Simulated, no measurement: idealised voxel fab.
Herein follows the process module entitled voxel gate over fins.
FYI the section here is cut, 200 nm wide, cells are 5 nm squares.
Format of a cross-section: grid, square cells. Given as bands. Order: top down. Band: one or more rows of cells. Band: top height; bottom height; in nm. Then, left to right: material with width in nm, for each material. "full width": a single material spanning edge to edge. "air": empty space. Height reference: 0 = level under which incoming wafer is all one material. Lowest band: no bottom, runs on downward, e.g. "top 0, no bottom". You'd read "30 to 40" like this: the band's top row of cells is as wide as the first number, its bottom row is as wide as the second, and going down, every row changes width by the same amount as the row before did. Step marked "nothing was modified"? Then no cell in the cross-section changed in it. The label "Enclosed void listing" introduces a list of the empty spaces, 8 cells or larger, that have no open way up to the top; each entry in it reads width x height at distance, where the distance is taken from the left edge and all three are stated in nm. What comes after the settings on a step's line is commentary from the simulator itself on that step. overlay nm: mask offset rightward from planned place, masked step; negative means leftward offset. Below you will find pairs of cross-sections. In each, one shows the wafer before one process step and the other after it, with the after view ending at the lowest band that changed. Under each pair is the step separating them, along with its settings. Do not assume the pairs form a chain: they can come from different runs of this module on the same starting wafer, and a pair continues from the pair above it only when its "Before processing" entry says so.

Before processing
	top 0, no bottom  Si full width
	Enclosed void listing: none

Post-Step Appearance
	top 10, bottom 0  SiN full width
	At heights below 0, the structure remains unaltered.
	Enclosed void listing: none
Processing between the before and after sections above: CONFORMAL_DEP with material SiN, thk nm 10

Before processing: For the state before this step, see the after cross-section of the pair located directly above.

Post-Step Appearance
	top 25, bottom 10  air=60  resist=15  air=45  resist=15  air=65
	At heights below 10, the structure remains unaltered.
	Enclosed void listing: none
Processing between the before and after sections above: PATTERN with tone cover, mask id FINS, material resist, width nm 15, pitch nm 60, thk nm 15, overlay nm 0

Before processing: For the state before this step, see the after cross-section of the pair located directly above.

Post-Step Appearance
	top 25, bottom 10  air=60  resist=15  air=45  resist=15  air=65
	top 10, bottom 0  air=60  SiN=15  air=45  SiN=15  air=65
	At heights below 0, the structure remains unaltered.
	Enclosed void listing: none
Processing between the before and after sections above: DIRECTIONAL_ETCH with etch materials SiN, depth nm 10

Before processing: For the state before this step, see the after cross-section of the pair located directly above.

Post-Step Appearance
	top 25, bottom 10  air=60  resist=15  air=45  resist=15  air=65
	top 10, bottom 0  air=60  SiN=15  air=45  SiN=15  air=65
	top 0, bottom -35  air=60  Si=15  air=45  Si=15  air=65
	At heights below -35, the structure remains unaltered.
	Enclosed void listing: none
Processing between the before and after sections above: DIRECTIONAL_ETCH with etch materials Si, depth nm 35

Before processing: For the state before this step, see the after cross-section of the pair located directly above.

Post-Step Appearance
	top 10, bottom 0  air=60  SiN=15  air=45  SiN=15  air=65
	At heights below 0, the structure remains unaltered.
	Enclosed void listing: none
Processing between the before and after sections above: STRIP with etch materials resist

Before processing: For the state before this step, see the after cross-section of the pair located directly above.

Post-Step Appearance
	top 15, bottom 10  SiO2 full width
	top 10, bottom 0  SiO2=60  SiN=15  SiO2=45  SiN=15  SiO2=65
	top 0, bottom -35  SiO2=60  Si=15  SiO2=45  Si=15  SiO2=65
	At heights below -35, the structure remains unaltered.
	Enclosed void listing: none
Processing between the before and after sections above: FILL_DEP with material SiO2, thk nm 5

Before processing: For the state before this step, see the after cross-section of the pair located directly above.

Post-Step Appearance
	top 10, bottom 0  SiO2=60  SiN=15  SiO2=45  SiN=15  SiO2=65
	At heights below 0, the structure remains unaltered.
	Enclosed void listing: none
Processing between the before and after sections above: CMP with height nm 10

Before processing: For the state before this step, see the after cross-section of the pair located directly above.

Post-Step Appearance
	top 25, bottom 10  aC full width
	At heights below 10, the structure remains unaltered.
	Enclosed void listing: none
Processing between the before and after sections above: DIRECTIONAL_DEP with material aC, thk nm 15

Before processing: For the state before this step, see the after cross-section of the pair located directly above.

Post-Step Appearance
	top 55, bottom 25  resist=90  air=15  resist=95
	At heights below 25, the structure remains unaltered.
	Enclosed void listing: none
Processing between the before and after sections above: PATTERN with tone open, mask id RAIL, material resist, width nm 15, thk nm 30, overlay nm 0

Before processing: For the state before this step, see the after cross-section of the pair located directly above.

Post-Step Appearance
	top 40, bottom 25  resist=90  air=15  resist=95
	top 25, bottom 10  aC=90  air=15  aC=95
	At heights below 10, the structure remains unaltered.
	Enclosed void listing: none
Processing between the before and after sections above: DIRECTIONAL_ETCH with etch materials aC, depth nm 15

Before processing: For the state before this step, see the after cross-section of the pair located directly above.

Post-Step Appearance
	top 25, bottom 10  aC=90  air=15  aC=95
	At heights below 10, the structure remains unaltered.
	Enclosed void listing: none
Processing between the before and after sections above: STRIP with etch materials resist

Before processing: For the state before this step, see the after cross-section of the pair located directly above.

Post-Step Appearance
	top 25, bottom 10  aC=90  air=15  aC=95
	top 10, bottom 0  SiO2=60  SiN=15  SiO2=15  air=15  SiO2=15  SiN=15  SiO2=65
	top 0, bottom -30  SiO2=60  Si=15  SiO2=15  air=15  SiO2=15  Si=15  SiO2=65
	At heights below -30, the structure remains unaltered.
	Enclosed void listing: none
Processing between the before and after sections above: DIRECTIONAL_ETCH with etch materials SiO2, depth nm 40

Before processing: For the state before this step, see the after cross-section of the pair located directly above.

Post-Step Appearance
	top 10, bottom 0  SiO2=60  SiN=15  SiO2=15  air=15  SiO2=15  SiN=15  SiO2=65
	At heights below 0, the structure remains unaltered.
	Enclosed void listing: none
Processing between the before and after sections above: STRIP with etch materials aC

Before processing: For the state before this step, see the after cross-section of the pair located directly above.

Post-Step Appearance
	top 15, bottom 10  TiN=95  air=5  TiN=100
	top 10, bottom 0  SiO2=60  SiN=15  SiO2=15  TiN=5  air=5  TiN=5  SiO2=15  SiN=15  SiO2=65
	top 0, bottom -25  SiO2=60  Si=15  SiO2=15  TiN=5  air=5  TiN=5  SiO2=15  Si=15  SiO2=65
	top -25, bottom -30  SiO2=60  Si=15  SiO2=15  TiN=15  SiO2=15  Si=15  SiO2=65
	At heights below -30, the structure remains unaltered.
	Enclosed void listing: none
Processing between the before and after sections above: CONFORMAL_DEP with material TiN, thk nm 5

Before processing: For the state before this step, see the after cross-section of the pair located directly above.

Post-Step Appearance
	top 20, bottom 15  W full width
	top 15, bottom 10  TiN=95  W=5  TiN=100
	top 10, bottom 0  SiO2=60  SiN=15  SiO2=15  TiN=5  W=5  TiN=5  SiO2=15  SiN=15  SiO2=65
	top 0, bottom -25  SiO2=60  Si=15  SiO2=15  TiN=5  W=5  TiN=5  SiO2=15  Si=15  SiO2=65
	At heights below -25, the structure remains unaltered.
	Enclosed void listing: none
Processing between the before and after sections above: FILL_DEP with material W, thk nm 5

Before processing: For the state before this step, see the after cross-section of the pair located directly above.

Post-Step Appearance
	top 10, bottom 0  SiO2=60  SiN=15  SiO2=15  TiN=5  W=5  TiN=5  SiO2=15  SiN=15  SiO2=65
	At heights below 0, the structure remains unaltered.
	Enclosed void listing: none
Processing between the before and after sections above: CMP with height nm 10

Before processing: For the state before this step, see the after cross-section of the pair located directly above.

Post-Step Appearance
	top 10, bottom 0  SiO2=60  SiN=15  SiO2=15  air=15  SiO2=15  SiN=15  SiO2=65
	top 0, bottom -20  SiO2=60  Si=15  SiO2=15  air=15  SiO2=15  Si=15  SiO2=65
	At heights below -20, the structure remains unaltered.
	Enclosed void listing: none
Processing between the before and after sections above: SELECTIVE_ETCH with etch materials W Ru TiN, depth nm 30

Before processing: For the state before this step, see the after cross-section of the pair located directly above.

Post-Step Appearance
	top 15, bottom 10  SiO2 full width
	top 10, bottom 0  SiO2=60  SiN=15  SiO2=45  SiN=15  SiO2=65
	top 0, bottom -20  SiO2=60  Si=15  SiO2=45  Si=15  SiO2=65
	At heights below -20, the structure remains unaltered.
	Enclosed void listing: none
Processing between the before and after sections above: FILL_DEP with material SiO2, thk nm 5

Before processing: For the state before this step, see the after cross-section of the pair located directly above.

Post-Step Appearance
	top 10, bottom 0  SiO2=60  SiN=15  SiO2=45  SiN=15  SiO2=65
	At heights below 0, the structure remains unaltered.
	Enclosed void listing: none
Processing between the before and after sections above: CMP with height nm 10

Before processing: For the state before this step, see the after cross-section of the pair located directly above.

Post-Step Appearance
	top 10, bottom 0  air=60  SiN=15  air=45  SiN=15  air=65
	top 0, bottom -15  air=60  Si=15  air=45  Si=15  air=65
	At heights below -15, the structure remains unaltered.
	Enclosed void listing: none
Processing between the before and after sections above: SELECTIVE_ETCH with etch materials SiO2, depth nm 25

Before processing: For the state before this step, see the after cross-section of the pair located directly above.

Post-Step Appearance
	top 0, bottom -15  air=60  Si=15  air=45  Si=15  air=65
	At heights below -15, the structure remains unaltered.
	Enclosed void listing: none
Processing between the before and after sections above: STRIP with etch materials SiN

Before processing: For the state before this step, see the after cross-section of the pair located directly above.

Post-Step Appearance
	top 5, bottom 0  air=55  HfO2=25  air=35  HfO2=25  air=60
	top 0, bottom -10  air=55  HfO2=5  Si=15  HfO2=5  air=35  HfO2=5  Si=15  HfO2=5  air=60
	top -10, bottom -15  HfO2=60  Si=15  HfO2=45  Si=15  HfO2=65
	At heights below -15, the structure remains unaltered.
	Enclosed void listing: none
Processing between the before and after sections above: CONFORMAL_DEP with material HfO2, thk nm 5

Before processing: For the state before this step, see the after cross-section of the pair located directly above.

Post-Step Appearance
	top 10, bottom 5  air=50  TiN=35  air=25  TiN=35  air=55
	top 5, bottom 0  air=50  TiN=5  HfO2=25  TiN=5  air=25  TiN=5  HfO2=25  TiN=5  air=55
	top 0, bottom -5  air=50  TiN=5  HfO2=5  Si=15  HfO2=5  TiN=5  air=25  TiN=5  HfO2=5  Si=15  HfO2=5  TiN=5  air=55
	top -5, bottom -10  TiN=55  HfO2=5  Si=15  HfO2=5  TiN=35  HfO2=5  Si=15  HfO2=5  TiN=60
	At heights below -10, the structure remains unaltered.
	Enclosed void listing: none
Processing between the before and after sections above: CONFORMAL_DEP with material TiN, thk nm 5

Before processing: For the state before this step, see the after cross-section of the pair located directly above.

Post-Step Appearance
	top 15, bottom 10  air=45  TiAl=45  air=15  TiAl=45  air=50
	top 10, bottom 5  air=45  TiAl=5  TiN=35  TiAl=5  air=15  TiAl=5  TiN=35  TiAl=5  air=50
	top 5, bottom 0  air=45  TiAl=5  TiN=5  HfO2=25  TiN=5  TiAl=5  air=15  TiAl=5  TiN=5  HfO2=25  TiN=5  TiAl=5  air=50
	top 0, bottom -5  TiAl=50  TiN=5  HfO2=5  Si=15  HfO2=5  TiN=5  TiAl=25  TiN=5  HfO2=5  Si=15  HfO2=5  TiN=5  TiAl=55
	At heights below -5, the structure remains unaltered.
	Enclosed void listing: none
Processing between the before and after sections above: CONFORMAL_DEP with material TiAl, thk nm 5

Before processing: For the state before this step, see the after cross-section of the pair located directly above.

Post-Step Appearance
	top 20, bottom 15  air=40  TiN=55  air=5  TiN=55  air=45
	top 15, bottom 10  air=40  TiN=5  TiAl=45  TiN=5  air=5  TiN=5  TiAl=45  TiN=5  air=45
	top 10, bottom 5  air=40  TiN=5  TiAl=5  TiN=35  TiAl=5  TiN=5  air=5  TiN=5  TiAl=5  TiN=35  TiAl=5  TiN=5  air=45
	top 5, bottom 0  TiN=45  TiAl=5  TiN=5  HfO2=25  TiN=5  TiAl=5  TiN=15  TiAl=5  TiN=5  HfO2=25  TiN=5  TiAl=5  TiN=50
	At heights below 0, the structure remains unaltered.
	Enclosed void listing: none
Processing between the before and after sections above: CONFORMAL_DEP with material TiN, thk nm 5

Before processing: For the state before this step, see the after cross-section of the pair located directly above.

Post-Step Appearance
	top 35, bottom 20  W full width
	top 20, bottom 15  W=40  TiN=55  W=5  TiN=55  W=45
	top 15, bottom 10  W=40  TiN=5  TiAl=45  TiN=5  W=5  TiN=5  TiAl=45  TiN=5  W=45
	top 10, bottom 5  W=40  TiN=5  TiAl=5  TiN=35  TiAl=5  TiN=5  W=5  TiN=5  TiAl=5  TiN=35  TiAl=5  TiN=5  W=45
	At heights below 5, the structure remains unaltered.
	Enclosed void listing: none
Processing between the before and after sections above: FILL_DEP with material W, thk nm 15

Before processing: For the state before this step, see the after cross-section of the pair located directly above.

Post-Step Appearance
	top 30, bottom 20  W full width
	At heights below 20, the structure remains unaltered.
	Enclosed void listing: none
Processing between the before and after sections above: CMP with height nm 30

Before processing: For the state before this step, see the after cross-section of the pair located directly above.

Post-Step Appearance
	top 35, bottom 30  SiCN full width
	At heights below 30, the structure remains unaltered.
	Enclosed void listing: none
Processing between the before and after sections above: CONFORMAL_DEP with material SiCN, thk nm 5

Before processing
	top 5, bottom 0  air=55  HfO2=25  air=35  HfO2=25  air=60
	top 0, bottom -10  air=55  HfO2=5  Si=15  HfO2=5  air=35  HfO2=5  Si=15  HfO2=5  air=60
	top -10, bottom -15  HfO2=60  Si=15  HfO2=45  Si=15  HfO2=65
	top -15, bottom -20  SiO2=60  Si=15  SiO2=45  Si=15  SiO2=65
	top -20, bottom -25  SiO2=60  Si=15  SiO2=15  TiN=5  W=5  TiN=5  SiO2=15  Si=15  SiO2=65
	top -25, bottom -30  SiO2=60  Si=15  SiO2=15  TiN=15  SiO2=15  Si=15  SiO2=65
	top -30, bottom -35  SiO2=60  Si=15  SiO2=45  Si=15  SiO2=65
	top -35, no bottom  Si full width
	Enclosed void listing: none

Post-Step Appearance
	top 10, bottom 5  air=50  TiAl=35  air=25  TiAl=35  air=55
	top 5, bottom 0  air=50  TiAl=5  HfO2=25  TiAl=5  air=25  TiAl=5  HfO2=25  TiAl=5  air=55
	top 0, bottom -5  air=50  TiAl=5  HfO2=5  Si=15  HfO2=5  TiAl=5  air=25  TiAl=5  HfO2=5  Si=15  HfO2=5  TiAl=5  air=55
	top -5, bottom -10  TiAl=55  HfO2=5  Si=15  HfO2=5  TiAl=35  HfO2=5  Si=15  HfO2=5  TiAl=60
	At heights below -10, the structure remains unaltered.
	Enclosed void listing: none
Processing between the before and after sections above: CONFORMAL_DEP with material TiAl, thk nm 5

Before processing: For the state before this step, see the after cross-section of the pair located directly above.

Post-Step Appearance
	top 15, bottom 10  air=45  TiN=45  air=15  TiN=45  air=50
	top 10, bottom 5  air=45  TiN=5  TiAl=35  TiN=5  air=15  TiN=5  TiAl=35  TiN=5  air=50
	top 5, bottom 0  air=45  TiN=5  TiAl=5  HfO2=25  TiAl=5  TiN=5  air=15  TiN=5  TiAl=5  HfO2=25  TiAl=5  TiN=5  air=50
	top 0, bottom -5  TiN=50  TiAl=5  HfO2=5  Si=15  HfO2=5  TiAl=5  TiN=25  TiAl=5  HfO2=5  Si=15  HfO2=5  TiAl=5  TiN=55
	At heights below -5, the structure remains unaltered.
	Enclosed void listing: none
Processing between the before and after sections above: CONFORMAL_DEP with material TiN, thk nm 5

Before processing: For the state before this step, see the after cross-section of the pair located directly above.

Post-Step Appearance
	top 30, bottom 15  W full width
	top 15, bottom 10  W=45  TiN=45  W=15  TiN=45  W=50
	top 10, bottom 5  W=45  TiN=5  TiAl=35  TiN=5  W=15  TiN=5  TiAl=35  TiN=5  W=50
	top 5, bottom 0  W=45  TiN=5  TiAl=5  HfO2=25  TiAl=5  TiN=5  W=15  TiN=5  TiAl=5  HfO2=25  TiAl=5  TiN=5  W=50
	At heights below 0, the structure remains unaltered.
	Enclosed void listing: none
Processing between the before and after sections above: FILL_DEP with material W, thk nm 15

Before processing: For the state before this step, see the after cross-section of the pair located directly above.

Post-Step Appearance
	top 35, bottom 30  SiCN full width
	At heights below 30, the structure remains unaltered.
	Enclosed void listing: none
Processing between the before and after sections above: CONFORMAL_DEP with material SiCN, thk nm 5

Before processing
	top 25, bottom 10  air=60  resist=15  air=45  resist=15  air=65
	top 10, bottom 0  air=60  SiN=15  air=45  SiN=15  air=65
	top 0, bottom -35  air=60  Si=15  air=45  Si=15  air=65
	top -35, no bottom  Si full width
	Enclosed void listing: none

Post-Step Appearance
	top 25, bottom 10  air=60  resist=15  air=45  resist=15  air=65
	top 10, bottom 0  air=60  SiN=15  air=45  SiN=15  air=65
	top 0, bottom -70  air=60  Si=15  air=45  Si=15  air=65
	At heights below -70, the structure remains unaltered.
	Enclosed void listing: none
Processing between the before and after sections above: DIRECTIONAL_ETCH with etch materials Si, depth nm 35

Before processing: For the state before this step, see the after cross-section of the pair located directly above.

Post-Step Appearance
	top 10, bottom 0  air=60  SiN=15  air=45  SiN=15  air=65
	At heights below 0, the structure remains unaltered.
	Enclosed void listing: none
Processing between the before and after sections above: STRIP with etch materials resist

Before processing: For the state before this step, see the after cross-section of the pair located directly above.

Post-Step Appearance
	top 15, bottom 10  SiO2 full width
	top 10, bottom 0  SiO2=60  SiN=15  SiO2=45  SiN=15  SiO2=65
	top 0, bottom -70  SiO2=60  Si=15  SiO2=45  Si=15  SiO2=65
	At heights below -70, the structure remains unaltered.
	Enclosed void listing: none
Processing between the before and after sections above: FILL_DEP with material SiO2, thk nm 5

Before processing: For the state before this step, see the after cross-section of the pair located directly above.

Post-Step Appearance
	top 10, bottom 0  SiO2=60  SiN=15  SiO2=45  SiN=15  SiO2=65
	At heights below 0, the structure remains unaltered.
	Enclosed void listing: none
Processing between the before and after sections above: CMP with height nm 10

Before processing: For the state before this step, see the after cross-section of the pair located directly above.

Post-Step Appearance
	top 25, bottom 10  aC full width
	At heights below 10, the structure remains unaltered.
	Enclosed void listing: none
Processing between the before and after sections above: DIRECTIONAL_DEP with material aC, thk nm 15

Before processing: For the state before this step, see the after cross-section of the pair located directly above.

Post-Step Appearance
	top 55, bottom 25  resist=90  air=15  resist=95
	At heights below 25, the structure remains unaltered.
	Enclosed void listing: none
Processing between the before and after sections above: PATTERN with tone open, mask id RAIL, material resist, width nm 15, thk nm 30, overlay nm 0

Before processing: For the state before this step, see the after cross-section of the pair located directly above.

Post-Step Appearance
	top 40, bottom 25  resist=90  air=15  resist=95
	top 25, bottom 10  aC=90  air=15  aC=95
	At heights below 10, the structure remains unaltered.
	Enclosed void listing: none
Processing between the before and after sections above: DIRECTIONAL_ETCH with etch materials aC, depth nm 15

Before processing: For the state before this step, see the after cross-section of the pair located directly above.

Post-Step Appearance
	top 25, bottom 10  aC=90  air=15  aC=95
	At heights below 10, the structure remains unaltered.
	Enclosed void listing: none
Processing between the before and after sections above: STRIP with etch materials resist

Before processing: For the state before this step, see the after cross-section of the pair located directly above.

Post-Step Appearance
	top 25, bottom 10  aC=90  air=15  aC=95
	top 10, bottom 0  SiO2=60  SiN=15  SiO2=15  air=15  SiO2=15  SiN=15  SiO2=65
	top 0, bottom -30  SiO2=60  Si=15  SiO2=15  air=15  SiO2=15  Si=15  SiO2=65
	At heights below -30, the structure remains unaltered.
	Enclosed void listing: none
Processing between the before and after sections above: DIRECTIONAL_ETCH with etch materials SiO2, depth nm 40

Before processing: For the state before this step, see the after cross-section of the pair located directly above.

Post-Step Appearance
	top 10, bottom 0  SiO2=60  SiN=15  SiO2=15  air=15  SiO2=15  SiN=15  SiO2=65
	At heights below 0, the structure remains unaltered.
	Enclosed void listing: none
Processing between the before and after sections above: STRIP with etch materials aC

Before processing: For the state before this step, see the after cross-section of the pair located directly above.

Post-Step Appearance
	top 15, bottom 10  TiN=95  air=5  TiN=100
	top 10, bottom 0  SiO2=60  SiN=15  SiO2=15  TiN=5  air=5  TiN=5  SiO2=15  SiN=15  SiO2=65
	top 0, bottom -25  SiO2=60  Si=15  SiO2=15  TiN=5  air=5  TiN=5  SiO2=15  Si=15  SiO2=65
	top -25, bottom -30  SiO2=60  Si=15  SiO2=15  TiN=15  SiO2=15  Si=15  SiO2=65
	At heights below -30, the structure remains unaltered.
	Enclosed void listing: none
Processing between the before and after sections above: CONFORMAL_DEP with material TiN, thk nm 5

Before processing: For the state before this step, see the after cross-section of the pair located directly above.

Post-Step Appearance
	top 20, bottom 15  W full width
	top 15, bottom 10  TiN=95  W=5  TiN=100
	top 10, bottom 0  SiO2=60  SiN=15  SiO2=15  TiN=5  W=5  TiN=5  SiO2=15  SiN=15  SiO2=65
	top 0, bottom -25  SiO2=60  Si=15  SiO2=15  TiN=5  W=5  TiN=5  SiO2=15  Si=15  SiO2=65
	At heights below -25, the structure remains unaltered.
	Enclosed void listing: none
Processing between the before and after sections above: FILL_DEP with material W, thk nm 5

Before processing: For the state before this step, see the after cross-section of the pair located directly above.

Post-Step Appearance
	top 10, bottom 0  SiO2=60  SiN=15  SiO2=15  TiN=5  W=5  TiN=5  SiO2=15  SiN=15  SiO2=65
	At heights below 0, the structure remains unaltered.
	Enclosed void listing: none
Processing between the before and after sections above: CMP with height nm 10

Before processing: For the state before this step, see the after cross-section of the pair located directly above.

Post-Step Appearance
	top 10, bottom 0  SiO2=60  SiN=15  SiO2=15  air=15  SiO2=15  SiN=15  SiO2=65
	top 0, bottom -20  SiO2=60  Si=15  SiO2=15  air=15  SiO2=15  Si=15  SiO2=65
	At heights below -20, the structure remains unaltered.
	Enclosed void listing: none
Processing between the before and after sections above: SELECTIVE_ETCH with etch materials W Ru TiN, depth nm 30

Before processing: For the state before this step, see the after cross-section of the pair located directly above.

Post-Step Appearance
	top 15, bottom 10  SiO2 full width
	top 10, bottom 0  SiO2=60  SiN=15  SiO2=45  SiN=15  SiO2=65
	top 0, bottom -20  SiO2=60  Si=15  SiO2=45  Si=15  SiO2=65
	At heights below -20, the structure remains unaltered.
	Enclosed void listing: none
Processing between the before and after sections above: FILL_DEP with material SiO2, thk nm 5

Before processing: For the state before this step, see the after cross-section of the pair located directly above.

Post-Step Appearance
	top 10, bottom 0  SiO2=60  SiN=15  SiO2=45  SiN=15  SiO2=65
	At heights below 0, the structure remains unaltered.
	Enclosed void listing: none
Processing between the before and after sections above: CMP with height nm 10

Before processing: For the state before this step, see the after cross-section of the pair located directly above.

Post-Step Appearance
	top 10, bottom 0  air=60  SiN=15  air=45  SiN=15  air=65
	top 0, bottom -15  air=60  Si=15  air=45  Si=15  air=65
	At heights below -15, the structure remains unaltered.
	Enclosed void listing: none
Processing between the before and after sections above: SELECTIVE_ETCH with etch materials SiO2, depth nm 25

Before processing: For the state before this step, see the after cross-section of the pair located directly above.

Post-Step Appearance
	top 0, bottom -15  air=60  Si=15  air=45  Si=15  air=65
	At heights below -15, the structure remains unaltered.
	Enclosed void listing: none
Processing between the before and after sections above: STRIP with etch materials SiN

Before processing: For the state before this step, see the after cross-section of the pair located directly above.

Post-Step Appearance
	top 5, bottom 0  air=55  HfO2=25  air=35  HfO2=25  air=60
	top 0, bottom -10  air=55  HfO2=5  Si=15  HfO2=5  air=35  HfO2=5  Si=15  HfO2=5  air=60
	top -10, bottom -15  HfO2=60  Si=15  HfO2=45  Si=15  HfO2=65
	At heights below -15, the structure remains unaltered.
	Enclosed void listing: none
Processing between the before and after sections above: CONFORMAL_DEP with material HfO2, thk nm 5

Before processing: For the state before this step, see the after cross-section of the pair located directly above.

Post-Step Appearance
	top 10, bottom 5  air=50  TiN=35  air=25  TiN=35  air=55
	top 5, bottom 0  air=50  TiN=5  HfO2=25  TiN=5  air=25  TiN=5  HfO2=25  TiN=5  air=55
	top 0, bottom -5  air=50  TiN=5  HfO2=5  Si=15  HfO2=5  TiN=5  air=25  TiN=5  HfO2=5  Si=15  HfO2=5  TiN=5  air=55
	top -5, bottom -10  TiN=55  HfO2=5  Si=15  HfO2=5  TiN=35  HfO2=5  Si=15  HfO2=5  TiN=60
	At heights below -10, the structure remains unaltered.
	Enclosed void listing: none
Processing between the before and after sections above: CONFORMAL_DEP with material TiN, thk nm 5

Before processing: For the state before this step, see the after cross-section of the pair located directly above.

Post-Step Appearance
	top 15, bottom 10  air=45  TiAl=45  air=15  TiAl=45  air=50
	top 10, bottom 5  air=45  TiAl=5  TiN=35  TiAl=5  air=15  TiAl=5  TiN=35  TiAl=5  air=50
	top 5, bottom 0  air=45  TiAl=5  TiN=5  HfO2=25  TiN=5  TiAl=5  air=15  TiAl=5  TiN=5  HfO2=25  TiN=5  TiAl=5  air=50
	top 0, bottom -5  TiAl=50  TiN=5  HfO2=5  Si=15  HfO2=5  TiN=5  TiAl=25  TiN=5  HfO2=5  Si=15  HfO2=5  TiN=5  TiAl=55
	At heights below -5, the structure remains unaltered.
	Enclosed void listing: none
Processing between the before and after sections above: CONFORMAL_DEP with material TiAl, thk nm 5

Before processing: For the state before this step, see the after cross-section of the pair located directly above.

Post-Step Appearance
	top 20, bottom 15  air=40  TiN=55  air=5  TiN=55  air=45
	top 15, bottom 10  air=40  TiN=5  TiAl=45  TiN=5  air=5  TiN=5  TiAl=45  TiN=5  air=45
	top 10, bottom 5  air=40  TiN=5  TiAl=5  TiN=35  TiAl=5  TiN=5  air=5  TiN=5  TiAl=5  TiN=35  TiAl=5  TiN=5  air=45
	top 5, bottom 0  TiN=45  TiAl=5  TiN=5  HfO2=25  TiN=5  TiAl=5  TiN=15  TiAl=5  TiN=5  HfO2=25  TiN=5  TiAl=5  TiN=50
	At heights below 0, the structure remains unaltered.
	Enclosed void listing: none
Processing between the before and after sections above: CONFORMAL_DEP with material TiN, thk nm 5

Before processing: For the state before this step, see the after cross-section of the pair located directly above.

Post-Step Appearance
	top 35, bottom 20  W full width
	top 20, bottom 15  W=40  TiN=55  W=5  TiN=55  W=45
	top 15, bottom 10  W=40  TiN=5  TiAl=45  TiN=5  W=5  TiN=5  TiAl=45  TiN=5  W=45
	top 10, bottom 5  W=40  TiN=5  TiAl=5  TiN=35  TiAl=5  TiN=5  W=5  TiN=5  TiAl=5  TiN=35  TiAl=5  TiN=5  W=45
	At heights below 5, the structure remains unaltered.
	Enclosed void listing: none
Processing between the before and after sections above: FILL_DEP with material W, thk nm 15

Before processing: For the state before this step, see the after cross-section of the pair located directly above.

Post-Step Appearance
	top 30, bottom 20  W full width
	At heights below 20, the structure remains unaltered.
	Enclosed void listing: none
Processing between the before and after sections above: CMP with height nm 30

Before processing: For the state before this step, see the after cross-section of the pair located directly above.

Post-Step Appearance
	top 35, bottom 30  SiCN full width
	At heights below 30, the structure remains unaltered.
	Enclosed void listing: none
Processing between the before and after sections above: CONFORMAL_DEP with material SiCN, thk nm 5

Before processing
	top 10, bottom 0  SiO2=60  SiN=15  SiO2=45  SiN=15  SiO2=65
	top 0, bottom -20  SiO2=60  Si=15  SiO2=45  Si=15  SiO2=65
	top -20, bottom -25  SiO2=60  Si=15  SiO2=15  TiN=5  W=5  TiN=5  SiO2=15  Si=15  SiO2=65
	top -25, bottom -30  SiO2=60  Si=15  SiO2=15  TiN=15  SiO2=15  Si=15  SiO2=65
	top -30, bottom -35  SiO2=60  Si=15  SiO2=45  Si=15  SiO2=65
	top -35, no bottom  Si full width
	Enclosed void listing: none

Post-Step Appearance
	top 10, bottom 0  SiO2=60  air=15  SiO2=45  air=15  SiO2=65
	At heights below 0, the structure remains unaltered.
	Enclosed void listing: none
Processing between the before and after sections above: STRIP with etch materials SiN

Before processing: For the state before this step, see the after cross-section of the pair located directly above.

Post-Step Appearance
	top 0, bottom -15  air=60  Si=15  air=45  Si=15  air=65
	top -15, bottom -20  SiO2=35  air=25  Si=15  air=45  Si=15  air=25  SiO2=40
	top -20, bottom -25  SiO2=35  air=25  Si=15  air=15  TiN=5  W=5  TiN=5  air=15  Si=15  air=25  SiO2=40
	At heights below -25, the structure remains unaltered.
	Enclosed void listing: none
Processing between the before and after sections above: SELECTIVE_ETCH with etch materials SiO2, depth nm 25

Before processing: For the state before this step, see the after cross-section of the pair located directly above.

Post-Step Appearance
	top 5, bottom 0  air=55  HfO2=25  air=35  HfO2=25  air=60
	top 0, bottom -10  air=55  HfO2=5  Si=15  HfO2=5  air=35  HfO2=5  Si=15  HfO2=5  air=60
	top -10, bottom -15  HfO2=40  air=15  HfO2=5  Si=15  HfO2=5  air=35  HfO2=5  Si=15  HfO2=5  air=15  HfO2=45
	top -15, bottom -20  SiO2=35  HfO2=5  air=15  HfO2=5  Si=15  HfO2=5  air=5  HfO2=25  air=5  HfO2=5  Si=15  HfO2=5  air=15  HfO2=5  SiO2=40
	top -20, bottom -25  SiO2=35  HfO2=25  Si=15  HfO2=15  TiN=5  W=5  TiN=5  HfO2=15  Si=15  HfO2=25  SiO2=40
	At heights below -25, the structure remains unaltered.
	Enclosed void listing: none
Processing between the before and after sections above: CONFORMAL_DEP with material HfO2, thk nm 5

Before processing: For the state before this step, see the after cross-section of the pair located directly above.

Post-Step Appearance
	top 10, bottom 5  air=50  TiN=35  air=25  TiN=35  air=55
	top 5, bottom 0  air=50  TiN=5  HfO2=25  TiN=5  air=25  TiN=5  HfO2=25  TiN=5  air=55
	top 0, bottom -5  air=50  TiN=5  HfO2=5  Si=15  HfO2=5  TiN=5  air=25  TiN=5  HfO2=5  Si=15  HfO2=5  TiN=5  air=55
	top -5, bottom -10  TiN=45  air=5  TiN=5  HfO2=5  Si=15  HfO2=5  TiN=5  air=25  TiN=5  HfO2=5  Si=15  HfO2=5  TiN=5  air=5  TiN=50
	top -10, bottom -15  HfO2=40  TiN=5  air=5  TiN=5  HfO2=5  Si=15  HfO2=5  TiN=35  HfO2=5  Si=15  HfO2=5  TiN=5  air=5  TiN=5  HfO2=45
	top -15, bottom -20  SiO2=35  HfO2=5  TiN=15  HfO2=5  Si=15  HfO2=5  TiN=5  HfO2=25  TiN=5  HfO2=5  Si=15  HfO2=5  TiN=15  HfO2=5  SiO2=40
	At heights below -20, the structure remains unaltered.
	Enclosed void listing: none
Processing between the before and after sections above: CONFORMAL_DEP with material TiN, thk nm 5
